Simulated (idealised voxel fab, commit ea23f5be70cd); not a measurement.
Process module under the name voxel wiring stack
Cross-section cut: width 230 nm, square cells of 5 nm.
Cross-section layout: square cells on a grid; listed as bands, top to bottom; a band spans one or more cell rows.
For a band, the entry starts with two heights in nm, that of the top and then that of the bottom, and carries on with the band's materials in order from left to right, each alongside its width in nm; the word "all across" beside a single material means it fills the band edge to edge, and "empty" means empty space.
A quick word on heights: they are counted from 0, and under that level the wafer as it came to us is one material throughout. The lowest band is different from the rest in having no bottom; it simply continues downward, written as in "top 0, no bottom".
Note: "30 to 40" means the width goes from the first number (top row of the band) to the second number (bottom row) in equal steps per row of cells.
Take "nothing got changed" at face value: in the step it is given for, the cross-section changed in none of its cells.
"Voids, fully enclosed" specifies each empty space that is not open to the top and that occupies no fewer than 8 cells, using the form width x height at distance, the distance measured from the left edge and all three quantities in nm.
Post-settings text on a step line: simulator's own remark regarding the step.
Regarding "overlay nm": on a step with a mask, it is the distance the mask lay to the right of its planned place; a negative value places it to the left.
Pairs, read this way: before one process step on the one hand, after it on the other, the after cross-section ending at the lowest band that changed; the step between, settings included, beneath. Same starting wafer throughout, but possibly different runs of this module, so no pair continues from the pair above unless its entry headed "Snapshot before" says so.
**Snapshot before**
> top 145, bottom 135 = aC 75 / empty 25 / aC 30 / empty 25 / aC 75
> top 135, bottom 125 = lowk 75 / empty 25 / lowk 30 / empty 25 / lowk 75
> top 125, bottom 115 = lowk 75 / aC 25 / lowk 30 / aC 25 / lowk 75
> top 115, bottom 100 = lowk all across
> top 100, bottom 95 = SiCN all across
> top 95, bottom 90 = SiCN 70 / Ru 35 / SiCN 20 / Ru 35 / SiCN 70
> top 90, bottom 70 = lowk 75 / TiN 5 / Ru 15 / TiN 5 / lowk 30 / TiN 5 / Ru 15 / TiN 5 / lowk 75
> top 70, bottom 65 = SiN 75 / TiN 25 / SiN 30 / TiN 25 / SiN 75
> top 65, bottom 45 = lowk 75 / Ru 15 / lowk 40 / Ru 15 / lowk 85
> top 45, bottom 40 = SiCN 75 / Ru 15 / SiCN 40 / Ru 15 / SiCN 85
> top 40, bottom 15 = SiO2 80 / Ru 20 / SiO2 35 / Ru 20 / SiO2 75
> top 15, bottom 10 = SiO2 80 / TiN 20 / SiO2 35 / TiN 20 / SiO2 75
> top 10, bottom 0 = SiO2 all across
> top 0, no bottom = Si all across
> Voids, fully enclosed: none
**Cross-Section Thereafter**
> top 175, bottom 145 = resist 75 / empty 15 / resist 40 / empty 15 / resist 85
> top 145, bottom 135 = aC 75 / empty 15 / resist 10 / aC 30 / empty 15 / resist 10 / aC 75
> top 135, bottom 125 = lowk 75 / empty 15 / resist 10 / lowk 30 / empty 15 / resist 10 / lowk 75
> Under the height 125 nothing was changed.
> Voids, fully enclosed: none
Going from the before section above to the after section, the step was PATTERN [tone open] [mask id METAL_3_HOLES] [material resist] [width nm 15] [pitch nm 55] [thk nm 30] [overlay nm 0]
Snapshot before: Please consult the pair immediately above; the cross-section it shows after its step is the state before this step.
**Cross-Section Thereafter**
> top 165, bottom 145 = resist 75 / empty 15 / resist 40 / empty 15 / resist 85
> top 145, bottom 135 = aC 75 / empty 15 / resist 10 / aC 30 / empty 15 / resist 10 / aC 75
> top 135, bottom 125 = lowk 75 / empty 15 / resist 10 / lowk 30 / empty 15 / resist 10 / lowk 75
> top 125, bottom 115 = lowk 75 / empty 15 / aC 10 / lowk 30 / empty 15 / aC 10 / lowk 75
> Under the height 115 nothing was changed.
> Voids, fully enclosed: none
Going from the before section above to the after section, the step was DIRECTIONAL_ETCH [etch materials aC] [depth nm 10]
Snapshot before: Please consult the pair immediately above; the cross-section it shows after its step is the state before this step.
**Cross-Section Thereafter**
> top 145, bottom 135 = aC 75 / empty 25 / aC 30 / empty 25 / aC 75
> top 135, bottom 125 = lowk 75 / empty 25 / lowk 30 / empty 25 / lowk 75
> Under the height 125 nothing was changed.
> Voids, fully enclosed: none
Going from the before section above to the after section, the step was STRIP [etch materials resist]
Snapshot before: Please consult the pair immediately above; the cross-section it shows after its step is the state before this step.
**Cross-Section Thereafter**
> top 145, bottom 135 = aC 75 / empty 25 / aC 30 / empty 25 / aC 75
> top 135, bottom 125 = lowk 75 / empty 25 / lowk 30 / empty 25 / lowk 75
> top 125, bottom 115 = lowk 75 / empty 15 / aC 10 / lowk 30 / empty 15 / aC 10 / lowk 75
> top 115, bottom 100 = lowk 75 / empty 15 / lowk 40 / empty 15 / lowk 85
> Under the height 100 nothing was changed.
> Voids, fully enclosed: none
Going from the before section above to the after section, the step was DIRECTIONAL_ETCH [etch materials lowk] [depth nm 15]
Snapshot before: Please consult the pair immediately above; the cross-section it shows after its step is the state before this step.
**Cross-Section Thereafter**
> top 145, bottom 135 = aC 75 / empty 25 / aC 30 / empty 25 / aC 75
> top 135, bottom 125 = lowk 75 / empty 25 / lowk 30 / empty 25 / lowk 75
> top 125, bottom 115 = lowk 75 / empty 15 / aC 10 / lowk 30 / empty 15 / aC 10 / lowk 75
> top 115, bottom 100 = lowk 75 / empty 15 / lowk 40 / empty 15 / lowk 85
> top 100, bottom 95 = SiCN 75 / empty 15 / SiCN 40 / empty 15 / SiCN 85
> Under the height 95 nothing was changed.
> Voids, fully enclosed: none
Going from the before section above to the after section, the step was DIRECTIONAL_ETCH [etch materials SiCN] [depth nm 5]
Snapshot before: Please consult the pair immediately above; the cross-section it shows after its step is the state before this step.
**Cross-Section Thereafter**
> top 135, bottom 115 = lowk 75 / empty 25 / lowk 30 / empty 25 / lowk 75
> Under the height 115 nothing was changed.
> Voids, fully enclosed: none
Going from the before section above to the after section, the step was STRIP [etch materials aC]
Snapshot before: Please consult the pair immediately above; the cross-section it shows after its step is the state before this step.
**Cross-Section Thereafter**
> top 140, bottom 135 = TiN 80 / empty 15 / TiN 40 / empty 15 / TiN 80
> top 135, bottom 120 = lowk 75 / TiN 5 / empty 15 / TiN 5 / lowk 30 / TiN 5 / empty 15 / TiN 5 / lowk 75
> top 120, bottom 115 = lowk 75 / TiN 5 / empty 5 / TiN 15 / lowk 30 / TiN 5 / empty 5 / TiN 15 / lowk 75
> top 115, bottom 100 = lowk 75 / TiN 5 / empty 5 / TiN 5 / lowk 40 / TiN 5 / empty 5 / TiN 5 / lowk 85
> top 100, bottom 95 = SiCN 75 / TiN 15 / SiCN 40 / TiN 15 / SiCN 85
> Under the height 95 nothing was changed.
> Voids, fully enclosed: none
Going from the before section above to the after section, the step was CONFORMAL_DEP [material TiN] [thk nm 5]
Snapshot before: Please consult the pair immediately above; the cross-section it shows after its step is the state before this step.
**Cross-Section Thereafter**
> top 150, bottom 140 = Cu all across
> top 140, bottom 135 = TiN 80 / Cu 15 / TiN 40 / Cu 15 / TiN 80
> top 135, bottom 120 = lowk 75 / TiN 5 / Cu 15 / TiN 5 / lowk 30 / TiN 5 / Cu 15 / TiN 5 / lowk 75
> top 120, bottom 115 = lowk 75 / TiN 5 / Cu 5 / TiN 15 / lowk 30 / TiN 5 / Cu 5 / TiN 15 / lowk 75
> top 115, bottom 100 = lowk 75 / TiN 5 / Cu 5 / TiN 5 / lowk 40 / TiN 5 / Cu 5 / TiN 5 / lowk 85
> Under the height 100 nothing was changed.
> Voids, fully enclosed: none
Going from the before section above to the after section, the step was FILL_DEP [material Cu] [thk nm 10]
Snapshot before: Please consult the pair immediately above; the cross-section it shows after its step is the state before this step.
**Cross-Section Thereafter**
> top 135, bottom 120 = lowk 75 / TiN 5 / Cu 15 / TiN 5 / lowk 30 / TiN 5 / Cu 15 / TiN 5 / lowk 75
> Under the height 120 nothing was changed.
> Voids, fully enclosed: none
Going from the before section above to the after section, the step was CMP [height nm 135]
Snapshot before: Please consult the pair immediately above; the cross-section it shows after its step is the state before this step.
**Cross-Section Thereafter**
> top 140, bottom 135 = SiN all across
> Under the height 135 nothing was changed.
> Voids, fully enclosed: none
Going from the before section above to the after section, the step was CONFORMAL_DEP [material SiN] [thk nm 5]
**Snapshot before**
> top 40, bottom 15 = Ru all across
> top 15, bottom 10 = TiN all across
> top 10, bottom 0 = SiO2 all across
> top 0, no bottom = Si all across
> Voids, fully enclosed: none
**Cross-Section Thereafter**
> top 60, bottom 40 = empty 70 / resist 25 / empty 30 / resist 25 / empty 80
> Under the height 40 nothing was changed.
> Voids, fully enclosed: none
Going from the before section above to the after section, the step was PATTERN [tone cover] [mask id METAL_1] [material resist] [width nm 25] [pitch nm 55] [thk nm 20] [overlay nm -5]
Snapshot before: Please consult the pair immediately above; the cross-section it shows after its step is the state before this step.
**Cross-Section Thereafter**
> top 60, bottom 40 = empty 70 / resist 25 / empty 30 / resist 25 / empty 80
> top 40, bottom 15 = empty 70 / Ru 25 / empty 30 / Ru 25 / empty 80
> Under the height 15 nothing was changed.
> Voids, fully enclosed: none
Going from the before section above to the after section, the step was DIRECTIONAL_ETCH [etch materials Ru] [depth nm 25]
Snapshot before: Please consult the pair immediately above; the cross-section it shows after its step is the state before this step.
**Cross-Section Thereafter**
> top 60, bottom 40 = empty 70 / resist 25 / empty 30 / resist 25 / empty 80
> top 40, bottom 15 = empty 70 / Ru 25 / empty 30 / Ru 25 / empty 80
> top 15, bottom 10 = empty 70 / TiN 25 / empty 30 / TiN 25 / empty 80
> Under the height 10 nothing was changed.
> Voids, fully enclosed: none
Going from the before section above to the after section, the step was DIRECTIONAL_ETCH [etch materials TiN] [depth nm 5]
Snapshot before: Please consult the pair immediately above; the cross-section it shows after its step is the state before this step.
**Cross-Section Thereafter**
> top 40, bottom 15 = empty 70 / Ru 25 / empty 30 / Ru 25 / empty 80
> Under the height 15 nothing was changed.
> Voids, fully enclosed: none
Going from the before section above to the after section, the step was STRIP [etch materials resist]
Snapshot before: Please consult the pair immediately above; the cross-section it shows after its step is the state before this step.
**Cross-Section Thereafter**
> top 50, bottom 40 = SiO2 all across
> top 40, bottom 15 = SiO2 70 / Ru 25 / SiO2 30 / Ru 25 / SiO2 80
> top 15, bottom 10 = SiO2 70 / TiN 25 / SiO2 30 / TiN 25 / SiO2 80
> Under the height 10 nothing was changed.
> Voids, fully enclosed: none
Going from the before section above to the after section, the step was FILL_DEP [material SiO2] [thk nm 10]
Snapshot before: Please consult the pair immediately above; the cross-section it shows after its step is the state before this step.
**Cross-Section Thereafter**
> top 40, bottom 15 = SiO2 70 / Ru 25 / SiO2 30 / Ru 25 / SiO2 80
> Under the height 15 nothing was changed.
> Voids, fully enclosed: none
Going from the before section above to the after section, the step was CMP [height nm 40]
Snapshot before: Please consult the pair immediately above; the cross-section it shows after its step is the state before this step.
**Cross-Section Thereafter**
> top 45, bottom 40 = SiCN all across
> Under the height 40 nothing was changed.
> Voids, fully enclosed: none
Going from the before section above to the after section, the step was CONFORMAL_DEP [material SiCN] [thk nm 5]
Snapshot before: Please consult the pair immediately above; the cross-section it shows after its step is the state before this step.
**Cross-Section Thereafter**
> top 65, bottom 45 = lowk all across
> Under the height 45 nothing was changed.
> Voids, fully enclosed: none
Going from the before section above to the after section, the step was DIRECTIONAL_DEP [material lowk] [thk nm 20]
Snapshot before: Please consult the pair immediately above; the cross-section it shows after its step is the state before this step.
**Cross-Section Thereafter**
> top 65, bottom 45 = lowk 75 / empty 15 / lowk 40 / empty 15 / lowk 85
> Under the height 45 nothing was changed.
> Voids, fully enclosed: none
Going from the before section above to the after section, the step was MASKED_ETCH [tone open] [mask id PLUG_1] [width nm 15] [pitch nm 55] [etch materials lowk] [depth nm 20] [overlay nm 0]
Snapshot before: Please consult the pair immediately above; the cross-section it shows after its step is the state before this step.
**Cross-Section Thereafter**
> top 65, bottom 45 = lowk 75 / empty 15 / lowk 40 / empty 15 / lowk 85
> top 45, bottom 40 = SiCN 75 / empty 15 / SiCN 40 / empty 15 / SiCN 85
> Under the height 40 nothing was changed.
> Voids, fully enclosed: none
Going from the before section above to the after section, the step was MASKED_ETCH [tone open] [mask id PLUG_1] [width nm 15] [pitch nm 55] [etch materials SiCN] [depth nm 5] [overlay nm 0]
Snapshot before: Please consult the pair immediately above; the cross-section it shows after its step is the state before this step.
**Cross-Section Thereafter**
> top 65, bottom 50 = lowk 75 / empty 15 / lowk 40 / empty 15 / lowk 85
> top 50, bottom 45 = lowk 75 / Ru 15 / lowk 40 / Ru 15 / lowk 85
> top 45, bottom 40 = SiCN 75 / Ru 15 / SiCN 40 / Ru 15 / SiCN 85
> Under the height 40 nothing was changed.
> Voids, fully enclosed: none
Going from the before section above to the after section, the step was EPI [material Ru] [thk nm 10]
Snapshot before: Please consult the pair immediately above; the cross-section it shows after its step is the state before this step.
**Cross-Section Thereafter**
> top 65, bottom 60 = lowk 75 / empty 15 / lowk 40 / empty 15 / lowk 85
> top 60, bottom 45 = lowk 75 / Ru 15 / lowk 40 / Ru 15 / lowk 85
> Under the height 45 nothing was changed.
> Voids, fully enclosed: none
Going from the before section above to the after section, the step was EPI [material Ru] [thk nm 10]
Snapshot before: Please consult the pair immediately above; the cross-section it shows after its step is the state before this step.
**Cross-Section Thereafter**
> top 65, bottom 45 = lowk 75 / Ru 15 / lowk 40 / Ru 15 / lowk 85
> Under the height 45 nothing was changed.
> Voids, fully enclosed: none
Going from the before section above to the after section, the step was EPI [material Ru] [thk nm 5]
Snapshot before: Please consult the pair immediately above; the cross-section it shows after its step is the state before this step.
**Cross-Section Thereafter**
> top 70, bottom 65 = SiN all across
> Under the height 65 nothing was changed.
> Voids, fully enclosed: none
Going from the before section above to the after section, the step was CONFORMAL_DEP [material SiN] [thk nm 5]
Snapshot before: Please consult the pair immediately above; the cross-section it shows after its step is the state before this step.
**Cross-Section Thereafter**
> top 90, bottom 70 = lowk all across
> Under the height 70 nothing was changed.
> Voids, fully enclosed: none
Going from the before section above to the after section, the step was DIRECTIONAL_DEP [material lowk] [thk nm 20]
Snapshot before: Please consult the pair immediately above; the cross-section it shows after its step is the state before this step.
**Cross-Section Thereafter**
> top 90, bottom 70 = lowk 75 / empty 25 / lowk 30 / empty 25 / lowk 75
> Under the height 70 nothing was changed.
> Voids, fully enclosed: none
Going from the before section above to the after section, the step was MASKED_ETCH [tone open] [mask id METAL_2] [width nm 25] [pitch nm 55] [etch materials lowk] [depth nm 20] [overlay nm 0]
Snapshot before: Please consult the pair immediately above; the cross-section it shows after its step is the state before this step.
**Cross-Section Thereafter**
> top 90, bottom 70 = lowk 75 / empty 25 / lowk 30 / empty 25 / lowk 75
> top 70, bottom 65 = SiN 75 / empty 25 / SiN 30 / empty 25 / SiN 75
> Under the height 65 nothing was changed.
> Voids, fully enclosed: none
Going from the before section above to the after section, the step was MASKED_ETCH [tone open] [mask id METAL_2] [width nm 25] [pitch nm 55] [etch materials SiN] [depth nm 5] [overlay nm 0]
Snapshot before: Please consult the pair immediately above; the cross-section it shows after its step is the state before this step.
**Cross-Section Thereafter**
> top 95, bottom 90 = TiN 80 / empty 15 / TiN 40 / empty 15 / TiN 80
> top 90, bottom 70 = lowk 75 / TiN 5 / empty 15 / TiN 5 / lowk 30 / TiN 5 / empty 15 / TiN 5 / lowk 75
> top 70, bottom 65 = SiN 75 / TiN 25 / SiN 30 / TiN 25 / SiN 75
> Under the height 65 nothing was changed.
> Voids, fully enclosed: none
Going from the before section above to the after section, the step was CONFORMAL_DEP [material TiN] [thk nm 5]
Snapshot before: Please consult the pair immediately above; the cross-section it shows after its step is the state before this step.
**Cross-Section Thereafter**
> top 105, bottom 95 = Ru all across
> top 95, bottom 90 = TiN 80 / Ru 15 / TiN 40 / Ru 15 / TiN 80
> top 90, bottom 70 = lowk 75 / TiN 5 / Ru 15 / TiN 5 / lowk 30 / TiN 5 / Ru 15 / TiN 5 / lowk 75
> Under the height 70 nothing was changed.
> Voids, fully enclosed: none
Going from the before section above to the after section, the step was FILL_DEP [material Ru] [thk nm 10]
Snapshot before: Please consult the pair immediately above; the cross-section it shows after its step is the state before this step.
**Cross-Section Thereafter**
> top 90, bottom 70 = lowk 75 / TiN 5 / Ru 15 / TiN 5 / lowk 30 / TiN 5 / Ru 15 / TiN 5 / lowk 75
> Under the height 70 nothing was changed.
> Voids, fully enclosed: none
Going from the before section above to the after section, the step was CMP [height nm 90]
Snapshot before: Please consult the pair immediately above; the cross-section it shows after its step is the state before this step.
**Cross-Section Thereafter**
> top 95, bottom 90 = empty 70 / Ru 35 / empty 20 / Ru 35 / empty 70
> Under the height 90 nothing was changed.
> Voids, fully enclosed: none
Going from the before section above to the after section, the step was EPI [material Ru] [thk nm 5]
Snapshot before: Please consult the pair immediately above; the cross-section it shows after its step is the state before this step.
**Cross-Section Thereafter**
> top 100, bottom 95 = SiCN all across
> top 95, bottom 90 = SiCN 70 / Ru 35 / SiCN 20 / Ru 35 / SiCN 70
> Under the height 90 nothing was changed.
> Voids, fully enclosed: none
Going from the before section above to the after section, the step was FILL_DEP [material SiCN] [thk nm 5]
Snapshot before: Please consult the pair immediately above; the cross-section it shows after its step is the state before this step.
**Cross-Section Thereafter**
> top 135, bottom 100 = lowk all across
> Under the height 100 nothing was changed.
> Voids, fully enclosed: none
Going from the before section above to the after section, the step was DIRECTIONAL_DEP [material lowk] [thk nm 35]
Snapshot before: Please consult the pair immediately above; the cross-section it shows after its step is the state before this step.
**Cross-Section Thereafter**
> top 145, bottom 135 = aC all across
> Under the height 135 nothing was changed.
> Voids, fully enclosed: none
Going from the before section above to the after section, the step was DIRECTIONAL_DEP [material aC] [thk nm 10]
Snapshot before: Please consult the pair immediately above; the cross-section it shows after its step is the state before this step.
**Cross-Section Thereafter**
> top 170, bottom 145 = resist 75 / empty 25 / resist 30 / empty 25 / resist 75
> Under the height 145 nothing was changed.
> Voids, fully enclosed: none
Going from the before section above to the after section, the step was PATTERN [tone open] [mask id METAL_3] [material resist] [width nm 25] [pitch nm 55] [thk nm 25] [overlay nm 0]
Snapshot before: Please consult the pair immediately above; the cross-section it shows after its step is the state before this step.
**Cross-Section Thereafter**
> top 160, bottom 145 = resist 75 / empty 25 / resist 30 / empty 25 / resist 75
> top 145, bottom 135 = aC 75 / empty 25 / aC 30 / empty 25 / aC 75
> Under the height 135 nothing was changed.
> Voids, fully enclosed: none
Going from the before section above to the after section, the step was DIRECTIONAL_ETCH [etch materials aC] [depth nm 10]
Snapshot before: Please consult the pair immediately above; the cross-section it shows after its step is the state before this step.
**Cross-Section Thereafter**
> top 145, bottom 135 = aC 75 / empty 25 / aC 30 / empty 25 / aC 75
> Under the height 135 nothing was changed.
> Voids, fully enclosed: none
Going from the before section above to the after section, the step was STRIP [etch materials resist]
Snapshot before: Please consult the pair immediately above; the cross-section it shows after its step is the state before this step.
**Cross-Section Thereafter**
> top 145, bottom 135 = aC 75 / empty 25 / aC 30 / empty 25 / aC 75
> top 135, bottom 115 = lowk 75 / empty 25 / lowk 30 / empty 25 / lowk 75
> Under the height 115 nothing was changed.
> Voids, fully enclosed: none
Going from the before section above to the after section, the step was DIRECTIONAL_ETCH [etch materials lowk] [depth nm 20]
Snapshot before: Please consult the pair immediately above; the cross-section it shows after its step is the state before this step.
**Cross-Section Thereafter**
> top 135, bottom 115 = lowk 75 / empty 25 / lowk 30 / empty 25 / lowk 75
> Under the height 115 nothing was changed.
> Voids, fully enclosed: none
Going from the before section above to the after section, the step was STRIP [etch materials aC]
Snapshot before: Please consult the pair immediately above; the cross-section it shows after its step is the state before this step.
**Cross-Section Thereafter**
> top 145, bottom 135 = aC 75 / empty 25 / aC 30 / empty 25 / aC 75
> top 135, bottom 125 = lowk 75 / empty 25 / lowk 30 / empty 25 / lowk 75
> top 125, bottom 115 = lowk 75 / aC 25 / lowk 30 / aC 25 / lowk 75
> Under the height 115 nothing was changed.
> Voids, fully enclosed: none
Going from the before section above to the after section, the step was DIRECTIONAL_DEP [material aC] [thk nm 10]
Snapshot before: Please consult the pair immediately above; the cross-section it shows after its step is the state before this step.
**Cross-Section Thereafter**
> top 175, bottom 145 = resist 75 / empty 15 / resist 40 / empty 15 / resist 85
> top 145, bottom 135 = aC 75 / empty 15 / resist 10 / aC 30 / empty 15 / resist 10 / aC 75
> top 135, bottom 125 = lowk 75 / empty 15 / resist 10 / lowk 30 / empty 15 / resist 10 / lowk 75
> Under the height 125 nothing was changed.
> Voids, fully enclosed: none
Going from the before section above to the after section, the step was PATTERN [tone open] [mask id METAL_3_HOLES] [material resist] [width nm 15] [pitch nm 55] [thk nm 30] [overlay nm 0]
Snapshot before: Please consult the pair immediately above; the cross-section it shows after its step is the state before this step.
**Cross-Section Thereafter**
> top 165, bottom 145 = resist 75 / empty 15 / resist 40 / empty 15 / resist 85
> top 145, bottom 135 = aC 75 / empty 15 / resist 10 / aC 30 / empty 15 / resist 10 / aC 75
> top 135, bottom 125 = lowk 75 / empty 15 / resist 10 / lowk 30 / empty 15 / resist 10 / lowk 75
> top 125, bottom 115 = lowk 75 / empty 15 / aC 10 / lowk 30 / empty 15 / aC 10 / lowk 75
> Under the height 115 nothing was changed.
> Voids, fully enclosed: none
Going from the before section above to the after section, the step was DIRECTIONAL_ETCH [etch materials aC] [depth nm 10]
Snapshot before: Please consult the pair immediately above; the cross-section it shows after its step is the state before this step.
**Cross-Section Thereafter**
> top 145, bottom 135 = aC 75 / empty 25 / aC 30 / empty 25 / aC 75
> top 135, bottom 125 = lowk 75 / empty 25 / lowk 30 / empty 25 / lowk 75
> Under the height 125 nothing was changed.
> Voids, fully enclosed: none
Going from the before section above to the after section, the step was STRIP [etch materials resist]
Snapshot before: Please consult the pair immediately above; the cross-section it shows after its step is the state before this step.
**Cross-Section Thereafter**
> top 145, bottom 135 = aC 75 / empty 25 / aC 30 / empty 25 / aC 75
> top 135, bottom 125 = lowk 75 / empty 25 / lowk 30 / empty 25 / lowk 75
> top 125, bottom 115 = lowk 75 / empty 15 / aC 10 / lowk 30 / empty 15 / aC 10 / lowk 75
> top 115, bottom 100 = lowk 75 / empty 15 / lowk 40 / empty 15 / lowk 85
> Under the height 100 nothing was changed.
> Voids, fully enclosed: none
Going from the before section above to the after section, the step was DIRECTIONAL_ETCH [etch materials lowk] [depth nm 15]
Snapshot before: Please consult the pair immediately above; the cross-section it shows after its step is the state before this step.
**Cross-Section Thereafter**
> top 145, bottom 135 = aC 75 / empty 25 / aC 30 / empty 25 / aC 75
> top 135, bottom 125 = lowk 75 / empty 25 / lowk 30 / empty 25 / lowk 75
> top 125, bottom 115 = lowk 75 / empty 15 / aC 10 / lowk 30 / empty 15 / aC 10 / lowk 75
> top 115, bottom 100 = lowk 75 / empty 15 / lowk 40 / empty 15 / lowk 85
> top 100, bottom 95 = SiCN 75 / empty 15 / SiCN 40 / empty 15 / SiCN 85
> Under the height 95 nothing was changed.
> Voids, fully enclosed: none
Going from the before section above to the after section, the step was DIRECTIONAL_ETCH [etch materials SiCN] [depth nm 5]
Snapshot before: Please consult the pair immediately above; the cross-section it shows after its step is the state before this step.
**Cross-Section Thereafter**
> top 135, bottom 115 = lowk 75 / empty 25 / lowk 30 / empty 25 / lowk 75
> Under the height 115 nothing was changed.
> Voids, fully enclosed: none
Going from the before section above to the after section, the step was STRIP [etch materials aC]
Snapshot before: Please consult the pair immediately above; the cross-section it shows after its step is the state before this step.
**Cross-Section Thereafter**
> top 140, bottom 135 = TiN 80 / empty 15 / TiN 40 / empty 15 / TiN 80
> top 135, bottom 120 = lowk 75 / TiN 5 / empty 15 / TiN 5 / lowk 30 / TiN 5 / empty 15 / TiN 5 / lowk 75
> top 120, bottom 115 = lowk 75 / TiN 5 / empty 5 / TiN 15 / lowk 30 / TiN 5 / empty 5 / TiN 15 / lowk 75
> top 115, bottom 100 = lowk 75 / TiN 5 / empty 5 / TiN 5 / lowk 40 / TiN 5 / empty 5 / TiN 5 / lowk 85
> top 100, bottom 95 = SiCN 75 / TiN 15 / SiCN 40 / TiN 15 / SiCN 85
> Under the height 95 nothing was changed.
> Voids, fully enclosed: none
Going from the before section above to the after section, the step was CONFORMAL_DEP [material TiN] [thk nm 5]
Snapshot before: Please consult the pair immediately above; the cross-section it shows after its step is the state before this step.
**Cross-Section Thereafter**
> top 150, bottom 140 = Cu all across
> top 140, bottom 135 = TiN 80 / Cu 15 / TiN 40 / Cu 15 / TiN 80
> top 135, bottom 120 = lowk 75 / TiN 5 / Cu 15 / TiN 5 / lowk 30 / TiN 5 / Cu 15 / TiN 5 / lowk 75
> top 120, bottom 115 = lowk 75 / TiN 5 / Cu 5 / TiN 15 / lowk 30 / TiN 5 / Cu 5 / TiN 15 / lowk 75
> top 115, bottom 100 = lowk 75 / TiN 5 / Cu 5 / TiN 5 / lowk 40 / TiN 5 / Cu 5 / TiN 5 / lowk 85
> Under the height 100 nothing was changed.
> Voids, fully enclosed: none
Going from the before section above to the after section, the step was FILL_DEP [material Cu] [thk nm 10]
Snapshot before: Please consult the pair immediately above; the cross-section it shows after its step is the state before this step.
**Cross-Section Thereafter**
> top 135, bottom 120 = lowk 75 / TiN 5 / Cu 15 / TiN 5 / lowk 30 / TiN 5 / Cu 15 / TiN 5 / lowk 75
> Under the height 120 nothing was changed.
> Voids, fully enclosed: none
Going from the before section above to the after section, the step was CMP [height nm 135]
Snapshot before: Please consult the pair immediately above; the cross-section it shows after its step is the state before this step.
**Cross-Section Thereafter**
> top 140, bottom 135 = SiN all across
> Under the height 135 nothing was changed.
> Voids, fully enclosed: none
Going from the before section above to the after section, the step was CONFORMAL_DEP [material SiN] [thk nm 5]
**Snapshot before**
> top 140, bottom 135 = TiN 80 / empty 15 / TiN 40 / empty 15 / TiN 80
> top 135, bottom 120 = lowk 75 / TiN 5 / empty 15 / TiN 5 / lowk 30 / TiN 5 / empty 15 / TiN 5 / lowk 75
> top 120, bottom 115 = lowk 75 / TiN 5 / empty 5 / TiN 15 / lowk 30 / TiN 5 / empty 5 / TiN 15 / lowk 75
> top 115, bottom 100 = lowk 75 / TiN 5 / empty 5 / TiN 5 / lowk 40 / TiN 5 / empty 5 / TiN 5 / lowk 85
> top 100, bottom 95 = SiCN 75 / TiN 15 / SiCN 40 / TiN 15 / SiCN 85
> top 95, bottom 90 = SiCN 70 / Ru 35 / SiCN 20 / Ru 35 / SiCN 70
> top 90, bottom 70 = lowk 75 / TiN 5 / Ru 15 / TiN 5 / lowk 30 / TiN 5 / Ru 15 / TiN 5 / lowk 75
> top 70, bottom 65 = SiN 75 / TiN 25 / SiN 30 / TiN 25 / SiN 75
> top 65, bottom 45 = lowk 75 / Ru 15 / lowk 40 / Ru 15 / lowk 85
> top 45, bottom 40 = SiCN 75 / Ru 15 / SiCN 40 / Ru 15 / SiCN 85
> top 40, bottom 15 = SiO2 75 / Ru 25 / SiO2 30 / Ru 25 / SiO2 75
> top 15, bottom 10 = SiO2 75 / TiN 25 / SiO2 30 / TiN 25 / SiO2 75
> top 10, bottom 0 = SiO2 all across
> top 0, no bottom = Si all across
> Voids, fully enclosed: none
**Cross-Section Thereafter**
> top 150, bottom 140 = lowk all across
> top 140, bottom 135 = TiN 80 / lowk 15 / TiN 40 / lowk 15 / TiN 80
> top 135, bottom 120 = lowk 75 / TiN 5 / lowk 15 / TiN 5 / lowk 30 / TiN 5 / lowk 15 / TiN 5 / lowk 75
> top 120, bottom 115 = lowk 75 / TiN 5 / lowk 5 / TiN 15 / lowk 30 / TiN 5 / lowk 5 / TiN 15 / lowk 75
> top 115, bottom 100 = lowk 75 / TiN 5 / lowk 5 / TiN 5 / lowk 40 / TiN 5 / lowk 5 / TiN 5 / lowk 85
> Under the height 100 nothing was changed.
> Voids, fully enclosed: none
Going from the before section above to the after section, the step was FILL_DEP [material lowk] [thk nm 10]
Snapshot before: Please consult the pair immediately above; the cross-section it shows after its step is the state before this step.
**Cross-Section Thereafter**
> top 135, bottom 120 = lowk 75 / TiN 5 / lowk 15 / TiN 5 / lowk 30 / TiN 5 / lowk 15 / TiN 5 / lowk 75
> Under the height 120 nothing was changed.
> Voids, fully enclosed: none
Going from the before section above to the after section, the step was CMP [height nm 135]
Snapshot before: Please consult the pair immediately above; the cross-section it shows after its step is the state before this step.
**Cross-Section Thereafter**
> top 140, bottom 135 = SiN all across
> Under the height 135 nothing was changed.
> Voids, fully enclosed: none
Going from the before section above to the after section, the step was CONFORMAL_DEP [material SiN] [thk nm 5]
**Snapshot before**
> top 145, bottom 135 = aC 75 / empty 25 / aC 30 / empty 25 / aC 75
> top 135, bottom 125 = lowk 75 / empty 25 / lowk 30 / empty 25 / lowk 75
> top 125, bottom 115 = lowk 75 / aC 25 / lowk 30 / aC 25 / lowk 75
> top 115, bottom 100 = lowk all across
> top 100, bottom 95 = SiCN all across
> top 95, bottom 90 = SiCN 70 / Ru 35 / SiCN 20 / Ru 35 / SiCN 70
> top 90, bottom 70 = lowk 75 / TiN 5 / Ru 15 / TiN 5 / lowk 30 / TiN 5 / Ru 15 / TiN 5 / lowk 75
> top 70, bottom 65 = SiN 75 / TiN 25 / SiN 30 / TiN 25 / SiN 75
> top 65, bottom 45 = lowk 75 / Ru 15 / lowk 40 / Ru 15 / lowk 85
> top 45, bottom 40 = SiCN 75 / Ru 15 / SiCN 40 / Ru 15 / SiCN 85
> top 40, bottom 15 = SiO2 75 / Ru 25 / SiO2 30 / Ru 25 / SiO2 75
> top 15, bottom 10 = SiO2 75 / TiN 25 / SiO2 30 / TiN 25 / SiO2 75
> top 10, bottom 0 = SiO2 all across
> top 0, no bottom = Si all across
> Voids, fully enclosed: none
**Cross-Section Thereafter**
> top 175, bottom 145 = empty 75 / resist 15 / empty 40 / resist 15 / empty 85
> top 145, bottom 135 = aC 75 / resist 15 / empty 10 / aC 30 / resist 15 / empty 10 / aC 75
> top 135, bottom 125 = lowk 75 / resist 15 / empty 10 / lowk 30 / resist 15 / empty 10 / lowk 75
> Under the height 125 nothing was changed.
> Voids, fully enclosed: none
Going from the before section above to the after section, the step was PATTERN [tone cover] [mask id METAL_3_HOLES] [material resist] [width nm 15] [pitch nm 55] [thk nm 30] [overlay nm 0]
Snapshot before: Please consult the pair immediately above; the cross-section it shows after its step is the state before this step.
**Cross-Section Thereafter**
> top 165, bottom 135 = empty 75 / resist 15 / empty 40 / resist 15 / empty 85
> top 135, bottom 125 = lowk 75 / resist 15 / empty 10 / lowk 30 / resist 15 / empty 10 / lowk 75
> top 125, bottom 115 = lowk 75 / aC 15 / empty 10 / lowk 30 / aC 15 / empty 10 / lowk 75
> Under the height 115 nothing was changed.
> Voids, fully enclosed: none
Going from the before section above to the after section, the step was DIRECTIONAL_ETCH [etch materials aC] [depth nm 10]
